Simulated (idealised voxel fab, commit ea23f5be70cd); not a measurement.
The name of this process module is voxel wiring stack.
The cross-section shown here is cut; it is 195 nm wide and divided into square cells measuring 5 nm on a side.
For the purposes of this document, a cross-section shall be understood as a grid of square cells, specified as bands listed in top-to-bottom order, each band consisting of one or more rows of cells.
Band: top height; bottom height; in nm. Then, left to right: material with width in nm, for each material. "edge to edge": a single material spanning edge to edge. "air": empty space.
We count height from 0. Below that, the starting wafer is all one material. The lowest band never ends at the bottom but goes on down; see "0 -> down" for how that is written.
The two numbers in a width such as "30 to 40" mark its ends across the band: the first belongs to the top row of cells, the second to the bottom row, and from each row to the next the width moves by the same amount.
"no alteration" means the step left every cell of the cross-section as it was.
The entry "closed voids" lists the empty spaces that cover at least 8 cells and have no open path to the top. Each is written as width x height at distance, where the distance is measured from the left edge and all three values are in nm.
Read whatever lies past the settings on a step's line as the simulator's own remark about the step.
A step's line can hold "overlay nm"; with a mask on that step, the setting says how far right of the planned place the mask lay, while a negative setting says it lay to the left.

Planned step list for the process:
| 1 | RECEIVE | material Si |
| 2 | CONFORMAL_DEP | material SiO2 | thk nm 10 |
| 3 | CONFORMAL_DEP | material SiCN | thk nm 5 |
| 4 | DIRECTIONAL_DEP | material SiO2 | thk nm 15 |
| 5 | PATTERN | tone open | mask id METAL_1 | material resist | width nm 25 | pitch nm 55 | thk nm 15 | overlay nm 0 |
| 6 | DIRECTIONAL_ETCH | etch materials SiO2 | depth nm 15 |
| 7 | DIRECTIONAL_ETCH | etch materials SiCN | depth nm 5 |
| 8 | STRIP | etch materials resist |
| 9 | CONFORMAL_DEP | material TiN | thk nm 5 |
| 10 | FILL_DEP | material W | thk nm 5 |
| 11 | CMP | height nm 30 |
| 12 | CONFORMAL_DEP | material SiCN | thk nm 5 |
| 13 | DIRECTIONAL_DEP | material lowk | thk nm 15 |
| 14 | PATTERN | tone open | mask id PLUG_1 | material resist | width nm 15 | pitch nm 55 | thk nm 15 | overlay nm 0 |
| 15 | DIRECTIONAL_ETCH | etch materials lowk | depth nm 15 |
| 16 | DIRECTIONAL_ETCH | etch materials SiCN | depth nm 5 |
| 17 | STRIP | etch materials resist |
| 18 | CONFORMAL_DEP | material TiN | thk nm 5 |
| 19 | FILL_DEP | material Ru | thk nm 10 |
| 20 | CMP | height nm 50 |
| 21 | DIRECTIONAL_DEP | material TiN | thk nm 5 |
| 22 | DIRECTIONAL_DEP | material W | thk nm 15 |
| 23 | DIRECTIONAL_DEP | material aC | thk nm 10 |
| 24 | PATTERN | tone cover | mask id METAL_2 | material resist | width nm 25 | pitch nm 55 | thk nm 25 | overlay nm 0 |
| 25 | DIRECTIONAL_ETCH | etch materials aC | depth nm 10 |
| 26 | STRIP | etch materials resist |
| 27 | DIRECTIONAL_ETCH | etch materials W | depth nm 15 |
| 28 | DIRECTIONAL_ETCH | etch materials TiN | depth nm 5 |
| 29 | STRIP | etch materials aC |
| 30 | CONFORMAL_DEP | material SiN | thk nm 5 |
| 31 | FILL_DEP | material SiO2 | thk nm 5 |
| 32 | CMP | height nm 70 |
| 33 | CONFORMAL_DEP | material SiCN | thk nm 5 |
| 34 | DIRECTIONAL_DEP | material lowk | thk nm 25 |
| 35 | MASKED_ETCH | tone open | mask id METAL_3_HOLES | width nm 15 | etch materials lowk | depth nm 25 | overlay nm 0 |
| 36 | PATTERN | tone open | mask id METAL_3 | material resist | width nm 25 | pitch nm 55 | thk nm 20 | overlay nm 0 |
| 37 | DIRECTIONAL_ETCH | etch materials lowk | depth nm 15 |
| 38 | DIRECTIONAL_ETCH | etch materials SiCN | depth nm 5 |
| 39 | STRIP | etch materials resist |
| 40 | CONFORMAL_DEP | material TiN | thk nm 5 |
| 41 | FILL_DEP | material Cu | thk nm 10 |
| 42 | CMP | height nm 100 |
| 43 | CONFORMAL_DEP | material SiCN | thk nm 5 |

As received, after step 1:
0 -> down = Si edge to edge
closed voids: none

The first of the two wafers as seen in cross-section once the module was finished; processing followed the plan:
105 -> 100 = SiCN edge to edge
100 -> 90 = 55 lowk  5 TiN  15 Cu  5 TiN  30 lowk  5 TiN  15 Cu  5 TiN  60 lowk
90 -> 85 = 55 lowk  5 TiN  5 Cu  15 TiN  30 lowk  25 TiN  60 lowk
85 -> 75 = 55 lowk  5 TiN  5 Cu  5 TiN  125 lowk
75 -> 70 = 55 SiCN  15 TiN  125 SiCN
70 -> 55 = 50 SiO2  5 SiN  25 W  5 SiN  20 SiO2  5 SiN  25 W  5 SiN  55 SiO2
55 -> 50 = 55 SiN  25 TiN  30 SiN  25 TiN  60 SiN
50 -> 35 = 55 lowk  5 TiN  5 Ru  5 TiN  40 lowk  5 TiN  5 Ru  5 TiN  70 lowk
35 -> 30 = 55 SiCN  15 TiN  40 SiCN  15 TiN  70 SiCN
30 -> 15 = 55 SiO2  5 TiN  15 W  5 TiN  30 SiO2  5 TiN  15 W  5 TiN  60 SiO2
15 -> 10 = 55 SiCN  25 TiN  30 SiCN  25 TiN  60 SiCN
10 -> 0 = SiO2 edge to edge
0 -> down = Si edge to edge
closed voids: none

What the second wafer looks like in cross-section once the module is done. Its start and its plan matched the first wafer's exactly; what differed was one mistake in how it was run:
105 -> 100 = SiCN edge to edge
100 -> 90 = 55 lowk  5 TiN  5 Cu  5 TiN  125 lowk
90 -> 85 = 55 lowk  15 TiN  125 lowk
85 -> 75 = lowk edge to edge
75 -> 70 = SiCN edge to edge
70 -> 55 = 50 SiO2  5 SiN  25 W  5 SiN  20 SiO2  5 SiN  25 W  5 SiN  55 SiO2
55 -> 50 = 55 SiN  25 TiN  30 SiN  25 TiN  60 SiN
50 -> 35 = 55 lowk  5 TiN  5 Ru  5 TiN  40 lowk  5 TiN  5 Ru  5 TiN  70 lowk
35 -> 30 = 55 SiCN  15 TiN  40 SiCN  15 TiN  70 SiCN
30 -> 15 = 55 SiO2  5 TiN  15 W  5 TiN  30 SiO2  5 TiN  15 W  5 TiN  60 SiO2
15 -> 10 = 55 SiCN  25 TiN  30 SiCN  25 TiN  60 SiCN
10 -> 0 = SiO2 edge to edge
0 -> down = Si edge to edge
closed voids: none
Heads up, the wafer didn't run the way we planned it: the plan had its step 34 run twice
Wafer comparison, final, in cells, second relative to first, materials more or fewer: Cu: 13 fewer | SiCN: 3 more | TiN: 17 fewer | lowk: 27 more
